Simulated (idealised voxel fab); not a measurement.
Name of the process module below: voxel capacitor over wiring
FYI the section here is cut, 270 nm wide, cells are 5 nm squares.
In what follows, cross-sections appear as grids of square cells, described through bands that run from the top down, where every band is one or more rows of cells.
For a band, the entry starts with two heights in nm, that of the top and then that of the bottom, and carries on with the band's materials in order from left to right, each alongside its width in nm; the word "everywhere" beside a single material means it fills the band edge to edge, and "empty" means empty space.
Beneath 0, the wafer as received is one material, and that level is where height counting begins. The lowest band goes on downward without a bottom; it is written like "z 0 and below".
It should be noted that a width expressed as "30..40" varies in equal increments from row to row of cells within the band, taking the value of the first number at the top row and that of the second number at the bottom row.
A step reported as "no change occurred" is a step in which no cell of the cross-section changed.
Voids not open to the top, 8 cells minimum: see "Closed void roster". Written width x height at distance; distance is from the left edge; nm.
Anything after a step's settings on that line? It's the simulator's own note about the step.
overlay nm: how far to the right of its planned place the mask lay on this masked step (negative: to the left).
List of planned process steps
1 op RECEIVE | material Si
2 op CONFORMAL_DEP | material SiO2 | thk nm 15
3 op DIRECTIONAL_DEP | material TiN | thk nm 5
4 op DIRECTIONAL_DEP | material Ru | thk nm 25
5 op PATTERN | tone cover | mask id METAL_1 | material resist | width nm 20 | pitch nm 75 | thk nm 15 | overlay nm 0
6 op DIRECTIONAL_ETCH | etch materials Ru | depth nm 25
7 op DIRECTIONAL_ETCH | etch materials TiN | depth nm 5
8 op STRIP | etch materials resist
9 op CONFORMAL_DEP | material SiN | thk nm 5
10 op FILL_DEP | material lowk | thk nm 10
11 op CMP | height nm 45
12 op CONFORMAL_DEP | material SiCN | thk nm 5
13 op DIRECTIONAL_DEP | material lowk | thk nm 10
14 op DIRECTIONAL_DEP | material aC | thk nm 10
15 op PATTERN | tone open | mask id PLUG_1 | material resist | width nm 15 | thk nm 25 | overlay nm 0
16 op DIRECTIONAL_ETCH | etch materials aC | depth nm 10
17 op STRIP | etch materials resist
18 op DIRECTIONAL_ETCH | etch materials lowk | depth nm 10
19 op DIRECTIONAL_ETCH | etch materials SiCN | depth nm 5
20 op STRIP | etch materials aC
21 op CONFORMAL_DEP | material TiN | thk nm 5
22 op FILL_DEP | material Ru | thk nm 10
23 op CMP | height nm 60
24 op DIRECTIONAL_DEP | material TiN | thk nm 10
25 op DIRECTIONAL_DEP | material SiN | thk nm 5
26 op DIRECTIONAL_DEP | material TiN | thk nm 10
27 op PATTERN | tone cover | mask id UPPER_PLATE | material resist | width nm 60 | thk nm 20 | overlay nm 0
28 op DIRECTIONAL_ETCH | etch materials TiN | depth nm 10
29 op DIRECTIONAL_ETCH | etch materials SiN | depth nm 5
30 op STRIP | etch materials resist
31 op MASKED_ETCH | tone cover | mask id LOWER_PLATE | width nm 70 | etch materials TiN | depth nm 10 | overlay nm 0
32 op FILL_DEP | material SiO2 | thk nm 20
33 op CMP | height nm 100
34 op DIRECTIONAL_DEP | material aC | thk nm 10
35 op PATTERN | tone open | mask id PLUG_2 | material resist | width nm 15 | thk nm 25 | overlay nm 0
36 op DIRECTIONAL_ETCH | etch materials aC | depth nm 10
37 op STRIP | etch materials resist
38 op DIRECTIONAL_ETCH | etch materials SiO2 | depth nm 15
39 op STRIP | etch materials aC
40 op CONFORMAL_DEP | material TiN | thk nm 5
41 op FILL_DEP | material Ru | thk nm 10
42 op CMP | height nm 100
43 op CONFORMAL_DEP | material SiN | thk nm 5
As-received wafer cross-section (after step 1)
* z 0 and below  Si everywhere
* Closed void roster: none
Module complete, cross-section. Starting point and plan per above. One mistake made in running the module
* z 105 to 100  SiN everywhere
* z 100 to 90  100 nm SiO2  5 nm TiN  5 nm Ru  5 nm TiN  155 nm SiO2
* z 90 to 85  100 nm SiO2  15 nm TiN  155 nm SiO2
* z 85 to 75  90 nm SiO2  60 nm TiN  120 nm SiO2
* z 75 to 70  90 nm SiO2  60 nm SiN  120 nm SiO2
* z 70 to 60  85 nm SiO2  70 nm TiN  115 nm SiO2
* z 60 to 55  90 nm SiCN  15 nm TiN  165 nm SiCN
* z 55 to 45  lowk everywhere
* z 45 to 20  80 nm lowk  5 nm SiN  20 nm Ru  5 nm SiN  45 nm lowk  5 nm SiN  20 nm Ru  5 nm SiN  85 nm lowk
* z 20 to 15  85 nm SiN  20 nm TiN  55 nm SiN  20 nm TiN  90 nm SiN
* z 15 to 0  SiO2 everywhere
* z 0 and below  Si everywhere
* Closed void roster: none
What went wrong in running the wafer? mixed up steps 12 and 13 - ran each in the other's place
